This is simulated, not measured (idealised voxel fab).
The process module presented herein is designated voxel self aligned vias.
The cross-section on display is named cut; it measures 265 nm wide, and its cells are 5 nm squares.
Throughout this document, each cross-section is represented as a grid of square cells and is presented as a sequence of bands enumerated from the top downward, where a band comprises one or more rows of cells. Heads up on the band format: heights come first, top then bottom, in nm. After that it's the materials left to right, each with its width in nm. A single material flagged "all across" fills the whole band edge to edge, and "air" means there's empty space there. Heights are expressed relative to 0, this being the level below which the as-received wafer comprises one material exclusively. The lowest band is unbounded in the downward direction and is denoted as in "0..down". Note: "30 to 40" means the width goes from the first number (top row of the band) to the second number (bottom row) in equal steps per row of cells. The cross-section has no changed cell in any step marked "nothing was modified". Heads up: "Fully closed voids" only lists the empty pockets with no open path to the top that are 8 cells or more, and it writes them as width x height at distance, distance from the left edge, in nm. That trailing text on a step's line, after the settings, is the simulator's own remark on the step. "overlay nm" answers the question of how far to the right of plan the mask lay on a step that has a mask, and when it is negative the answer is to the left.
### Planned process steps
1. RECEIVE | material Si
2. CONFORMAL_DEP | material SiO2 | thk nm 15
3. CONFORMAL_DEP | material SiCN | thk nm 5
4. DIRECTIONAL_DEP | material lowk | thk nm 25
5. DIRECTIONAL_DEP | material aC | thk nm 10
6. PATTERN | tone open | mask id LINES | material resist | width nm 30 | pitch nm 80 | thk nm 30 | overlay nm 0
7. DIRECTIONAL_ETCH | etch materials aC | depth nm 10
8. STRIP | etch materials resist
9. DIRECTIONAL_ETCH | etch materials lowk | depth nm 25
10. STRIP | etch materials aC
11. CONFORMAL_DEP | material TiN | thk nm 5
12. FILL_DEP | material Ru | thk nm 10
13. CMP | height nm 45
14. SELECTIVE_ETCH | etch materials W Ru TiN | depth nm 10
15. FILL_DEP | material SiN | thk nm 5
16. CMP | height nm 45
17. DIRECTIONAL_DEP | material lowk | thk nm 15
18. DIRECTIONAL_DEP | material aC | thk nm 10
19. PATTERN | tone open | mask id VIAS | material resist | width nm 50 | pitch nm 160 | thk nm 30 | overlay nm 0
20. DIRECTIONAL_ETCH | etch materials aC | depth nm 10
21. STRIP | etch materials resist
22. DIRECTIONAL_ETCH | etch materials lowk | depth nm 15
23. DIRECTIONAL_ETCH | etch materials SiN | depth nm 10
24. STRIP | etch materials aC
25. CONFORMAL_DEP | material TiN | thk nm 5
26. FILL_DEP | material Cu | thk nm 10
27. CMP | height nm 60
28. CONFORMAL_DEP | material SiCN | thk nm 5
### The first of two wafers, run as planned
### This is the cross-section of the wafer as we received it, i.e. after step 1
	0..down: Si all across
	Fully closed voids: none
### Wafer after step 2 (cross-section)
	15..0: SiO2 all across
	For the remainder of the cross-section, below 0, there is no change.
### Wafer after step 3 (cross-section)
	20..15: SiCN all across
	For the remainder of the cross-section, below 15, there is no change.
### Wafer after step 4 (cross-section)
	45..20: lowk all across
	For the remainder of the cross-section, below 20, there is no change.
### Wafer after step 5 (cross-section)
	55..45: aC all across
	For the remainder of the cross-section, below 45, there is no change.
### Wafer after step 6 (cross-section)
	85..55: 35 resist / 30 air / 50 resist / 30 air / 50 resist / 30 air / 40 resist
	For the remainder of the cross-section, below 55, there is no change.
### Wafer after step 7 (cross-section)
	75..55: 35 resist / 30 air / 50 resist / 30 air / 50 resist / 30 air / 40 resist
	55..45: 35 aC / 30 air / 50 aC / 30 air / 50 aC / 30 air / 40 aC
	For the remainder of the cross-section, below 45, there is no change.
### Wafer after step 8 (cross-section)
	55..45: 35 aC / 30 air / 50 aC / 30 air / 50 aC / 30 air / 40 aC
	For the remainder of the cross-section, below 45, there is no change.
### Wafer after step 9 (cross-section)
	55..45: 35 aC / 30 air / 50 aC / 30 air / 50 aC / 30 air / 40 aC
	45..20: 35 lowk / 30 air / 50 lowk / 30 air / 50 lowk / 30 air / 40 lowk
	For the remainder of the cross-section, below 20, there is no change.
### Wafer after step 10 (cross-section)
	45..20: 35 lowk / 30 air / 50 lowk / 30 air / 50 lowk / 30 air / 40 lowk
	For the remainder of the cross-section, below 20, there is no change.
### Wafer after step 11 (cross-section)
	50..45: 40 TiN / 20 air / 60 TiN / 20 air / 60 TiN / 20 air / 45 TiN
	45..25: 35 lowk / 5 TiN / 20 air / 5 TiN / 50 lowk / 5 TiN / 20 air / 5 TiN / 50 lowk / 5 TiN / 20 air / 5 TiN / 40 lowk
	25..20: 35 lowk / 30 TiN / 50 lowk / 30 TiN / 50 lowk / 30 TiN / 40 lowk
	For the remainder of the cross-section, below 20, there is no change.
### Wafer after step 12 (cross-section)
	60..50: Ru all across
	50..45: 40 TiN / 20 Ru / 60 TiN / 20 Ru / 60 TiN / 20 Ru / 45 TiN
	45..25: 35 lowk / 5 TiN / 20 Ru / 5 TiN / 50 lowk / 5 TiN / 20 Ru / 5 TiN / 50 lowk / 5 TiN / 20 Ru / 5 TiN / 40 lowk
	For the remainder of the cross-section, below 25, there is no change.
### Wafer after step 13 (cross-section)
	45..25: 35 lowk / 5 TiN / 20 Ru / 5 TiN / 50 lowk / 5 TiN / 20 Ru / 5 TiN / 50 lowk / 5 TiN / 20 Ru / 5 TiN / 40 lowk
	For the remainder of the cross-section, below 25, there is no change.
### Wafer after step 14 (cross-section)
	45..35: 35 lowk / 30 air / 50 lowk / 30 air / 50 lowk / 30 air / 40 lowk
	For the remainder of the cross-section, below 35, there is no change.
### Wafer after step 15 (cross-section)
	50..45: SiN all across
	45..35: 35 lowk / 30 SiN / 50 lowk / 30 SiN / 50 lowk / 30 SiN / 40 lowk
	For the remainder of the cross-section, below 35, there is no change.
### Wafer after step 16 (cross-section)
	45..35: 35 lowk / 30 SiN / 50 lowk / 30 SiN / 50 lowk / 30 SiN / 40 lowk
	For the remainder of the cross-section, below 35, there is no change.
### Wafer after step 17 (cross-section)
	60..45: lowk all across
	For the remainder of the cross-section, below 45, there is no change.
### Wafer after step 18 (cross-section)
	70..60: aC all across
	For the remainder of the cross-section, below 60, there is no change.
### Wafer after step 19 (cross-section)
	100..70: 25 resist / 50 air / 110 resist / 50 air / 30 resist
	For the remainder of the cross-section, below 70, there is no change.
### Wafer after step 20 (cross-section)
	90..70: 25 resist / 50 air / 110 resist / 50 air / 30 resist
	70..60: 25 aC / 50 air / 110 aC / 50 air / 30 aC
	For the remainder of the cross-section, below 60, there is no change.
### Wafer after step 21 (cross-section)
	70..60: 25 aC / 50 air / 110 aC / 50 air / 30 aC
	For the remainder of the cross-section, below 60, there is no change.
### Wafer after step 22 (cross-section)
	70..60: 25 aC / 50 air / 110 aC / 50 air / 30 aC
	60..45: 25 lowk / 50 air / 110 lowk / 50 air / 30 lowk
	For the remainder of the cross-section, below 45, there is no change.
### Wafer after step 23 (cross-section)
	70..60: 25 aC / 50 air / 110 aC / 50 air / 30 aC
	60..45: 25 lowk / 50 air / 110 lowk / 50 air / 30 lowk
	45..35: 35 lowk / 30 air / 50 lowk / 30 SiN / 50 lowk / 30 air / 40 lowk
	For the remainder of the cross-section, below 35, there is no change.
### Wafer after step 24 (cross-section)
	60..45: 25 lowk / 50 air / 110 lowk / 50 air / 30 lowk
	For the remainder of the cross-section, below 45, there is no change.
### Wafer after step 25 (cross-section)
	65..60: 30 TiN / 40 air / 120 TiN / 40 air / 35 TiN
	60..50: 25 lowk / 5 TiN / 40 air / 5 TiN / 110 lowk / 5 TiN / 40 air / 5 TiN / 30 lowk
	50..45: 25 lowk / 15 TiN / 20 air / 15 TiN / 110 lowk / 15 TiN / 20 air / 15 TiN / 30 lowk
	45..40: 35 lowk / 5 TiN / 20 air / 5 TiN / 50 lowk / 30 SiN / 50 lowk / 5 TiN / 20 air / 5 TiN / 40 lowk
	40..35: 35 lowk / 30 TiN / 50 lowk / 30 SiN / 50 lowk / 30 TiN / 40 lowk
	For the remainder of the cross-section, below 35, there is no change.
### Wafer after step 26 (cross-section)
	75..65: Cu all across
	65..60: 30 TiN / 40 Cu / 120 TiN / 40 Cu / 35 TiN
	60..50: 25 lowk / 5 TiN / 40 Cu / 5 TiN / 110 lowk / 5 TiN / 40 Cu / 5 TiN / 30 lowk
	50..45: 25 lowk / 15 TiN / 20 Cu / 15 TiN / 110 lowk / 15 TiN / 20 Cu / 15 TiN / 30 lowk
	45..40: 35 lowk / 5 TiN / 20 Cu / 5 TiN / 50 lowk / 30 SiN / 50 lowk / 5 TiN / 20 Cu / 5 TiN / 40 lowk
	For the remainder of the cross-section, below 40, there is no change.
### Wafer after step 27 (cross-section)
	60..50: 25 lowk / 5 TiN / 40 Cu / 5 TiN / 110 lowk / 5 TiN / 40 Cu / 5 TiN / 30 lowk
	For the remainder of the cross-section, below 50, there is no change.
### Wafer after step 28 (cross-section)
	65..60: SiCN all across
	For the remainder of the cross-section, below 60, there is no change.
### For the second wafer, take the first wafer's start and plan, then add one mistake made in running it; everything through step 5, that step included, is shared with the first
### Cross-section of the second wafer when, according to plan, step 6 should have finished
	85..55: 25 resist / 30 air / 50 resist / 30 air / 50 resist / 30 air / 50 resist
	For the remainder of the cross-section, below 55, there is no change.
### Cross-section of the second wafer when, according to plan, step 7 should have finished
	75..55: 25 resist / 30 air / 50 resist / 30 air / 50 resist / 30 air / 50 resist
	55..45: 25 aC / 30 air / 50 aC / 30 air / 50 aC / 30 air / 50 aC
	For the remainder of the cross-section, below 45, there is no change.
### Cross-section of the second wafer when, according to plan, step 8 should have finished
	55..45: 25 aC / 30 air / 50 aC / 30 air / 50 aC / 30 air / 50 aC
	For the remainder of the cross-section, below 45, there is no change.
### Cross-section of the second wafer when, according to plan, step 9 should have finished
	55..45: 25 aC / 30 air / 50 aC / 30 air / 50 aC / 30 air / 50 aC
	45..20: 25 lowk / 30 air / 50 lowk / 30 air / 50 lowk / 30 air / 50 lowk
	For the remainder of the cross-section, below 20, there is no change.
### Cross-section of the second wafer when, according to plan, step 10 should have finished
	45..20: 25 lowk / 30 air / 50 lowk / 30 air / 50 lowk / 30 air / 50 lowk
	For the remainder of the cross-section, below 20, there is no change.
### Cross-section of the second wafer when, according to plan, step 11 should have finished
	50..45: 30 TiN / 20 air / 60 TiN / 20 air / 60 TiN / 20 air / 55 TiN
	45..25: 25 lowk / 5 TiN / 20 air / 5 TiN / 50 lowk / 5 TiN / 20 air / 5 TiN / 50 lowk / 5 TiN / 20 air / 5 TiN / 50 lowk
	25..20: 25 lowk / 30 TiN / 50 lowk / 30 TiN / 50 lowk / 30 TiN / 50 lowk
	For the remainder of the cross-section, below 20, there is no change.
### Cross-section of the second wafer when, according to plan, step 12 should have finished
	60..50: Ru all across
	50..45: 30 TiN / 20 Ru / 60 TiN / 20 Ru / 60 TiN / 20 Ru / 55 TiN
	45..25: 25 lowk / 5 TiN / 20 Ru / 5 TiN / 50 lowk / 5 TiN / 20 Ru / 5 TiN / 50 lowk / 5 TiN / 20 Ru / 5 TiN / 50 lowk
	For the remainder of the cross-section, below 25, there is no change.
### Cross-section of the second wafer when, according to plan, step 13 should have finished
	45..25: 25 lowk / 5 TiN / 20 Ru / 5 TiN / 50 lowk / 5 TiN / 20 Ru / 5 TiN / 50 lowk / 5 TiN / 20 Ru / 5 TiN / 50 lowk
	For the remainder of the cross-section, below 25, there is no change.
### Cross-section of the second wafer when, according to plan, step 14 should have finished
	45..35: 25 lowk / 30 air / 50 lowk / 30 air / 50 lowk / 30 air / 50 lowk
	For the remainder of the cross-section, below 35, there is no change.
### Cross-section of the second wafer when, according to plan, step 15 should have finished
	50..45: SiN all across
	45..35: 25 lowk / 30 SiN / 50 lowk / 30 SiN / 50 lowk / 30 SiN / 50 lowk
	For the remainder of the cross-section, below 35, there is no change.
### Cross-section of the second wafer when, according to plan, step 16 should have finished
	45..35: 25 lowk / 30 SiN / 50 lowk / 30 SiN / 50 lowk / 30 SiN / 50 lowk
	For the remainder of the cross-section, below 35, there is no change.
### Cross-section of the second wafer when, according to plan, step 17 should have finished
	60..45: lowk all across
	For the remainder of the cross-section, below 45, there is no change.
### Cross-section of the second wafer when, according to plan, step 18 should have finished
	70..60: aC all across
	For the remainder of the cross-section, below 60, there is no change.
### Cross-section of the second wafer when, according to plan, step 19 should have finished
	100..70: 25 resist / 50 air / 110 resist / 50 air / 30 resist
	For the remainder of the cross-section, below 70, there is no change.
### Cross-section of the second wafer when, according to plan, step 20 should have finished
	90..70: 25 resist / 50 air / 110 resist / 50 air / 30 resist
	70..60: 25 aC / 50 air / 110 aC / 50 air / 30 aC
	For the remainder of the cross-section, below 60, there is no change.
### Cross-section of the second wafer when, according to plan, step 21 should have finished
	70..60: 25 aC / 50 air / 110 aC / 50 air / 30 aC
	For the remainder of the cross-section, below 60, there is no change.
### Cross-section of the second wafer when, according to plan, step 22 should have finished
	70..60: 25 aC / 50 air / 110 aC / 50 air / 30 aC
	60..45: 25 lowk / 50 air / 110 lowk / 50 air / 30 lowk
	For the remainder of the cross-section, below 45, there is no change.
### Cross-section of the second wafer when, according to plan, step 23 should have finished
	70..60: 25 aC / 50 air / 110 aC / 50 air / 30 aC
	60..45: 25 lowk / 50 air / 110 lowk / 50 air / 30 lowk
	45..35: 25 lowk / 30 air / 50 lowk / 30 SiN / 50 lowk / 30 air / 50 lowk
	For the remainder of the cross-section, below 35, there is no change.
### Cross-section of the second wafer when, according to plan, step 24 should have finished
	60..45: 25 lowk / 50 air / 110 lowk / 50 air / 30 lowk
	For the remainder of the cross-section, below 45, there is no change.
### Cross-section of the second wafer when, according to plan, step 25 should have finished
	65..60: 30 TiN / 40 air / 120 TiN / 40 air / 35 TiN
	60..50: 25 lowk / 5 TiN / 40 air / 5 TiN / 110 lowk / 5 TiN / 40 air / 5 TiN / 30 lowk
	50..45: 25 lowk / 5 TiN / 20 air / 25 TiN / 110 lowk / 5 TiN / 20 air / 25 TiN / 30 lowk
	45..40: 25 lowk / 5 TiN / 20 air / 5 TiN / 50 lowk / 30 SiN / 50 lowk / 5 TiN / 20 air / 5 TiN / 50 lowk
	40..35: 25 lowk / 30 TiN / 50 lowk / 30 SiN / 50 lowk / 30 TiN / 50 lowk
	For the remainder of the cross-section, below 35, there is no change.
### Cross-section of the second wafer when, according to plan, step 26 should have finished
	75..65: Cu all across
	65..60: 30 TiN / 40 Cu / 120 TiN / 40 Cu / 35 TiN
	60..50: 25 lowk / 5 TiN / 40 Cu / 5 TiN / 110 lowk / 5 TiN / 40 Cu / 5 TiN / 30 lowk
	50..45: 25 lowk / 5 TiN / 20 Cu / 25 TiN / 110 lowk / 5 TiN / 20 Cu / 25 TiN / 30 lowk
	45..40: 25 lowk / 5 TiN / 20 Cu / 5 TiN / 50 lowk / 30 SiN / 50 lowk / 5 TiN / 20 Cu / 5 TiN / 50 lowk
	For the remainder of the cross-section, below 40, there is no change.
### Cross-section of the second wafer when, according to plan, step 27 should have finished
	60..50: 25 lowk / 5 TiN / 40 Cu / 5 TiN / 110 lowk / 5 TiN / 40 Cu / 5 TiN / 30 lowk
	For the remainder of the cross-section, below 50, there is no change.
### Cross-section of the second wafer when, according to plan, step 28 should have finished
	65..60: SiCN all across
	For the remainder of the cross-section, below 60, there is no change.
Which mistake was made when the wafer was run? contrary to plan, step 6 was performed as PATTERN | tone open | mask id LINES | material resist | width nm 30 | pitch nm 80 | thk nm 30 | overlay nm -10
Matching per-material cell counts, mismatched positions: that is how the second wafer compares with the first at the end.
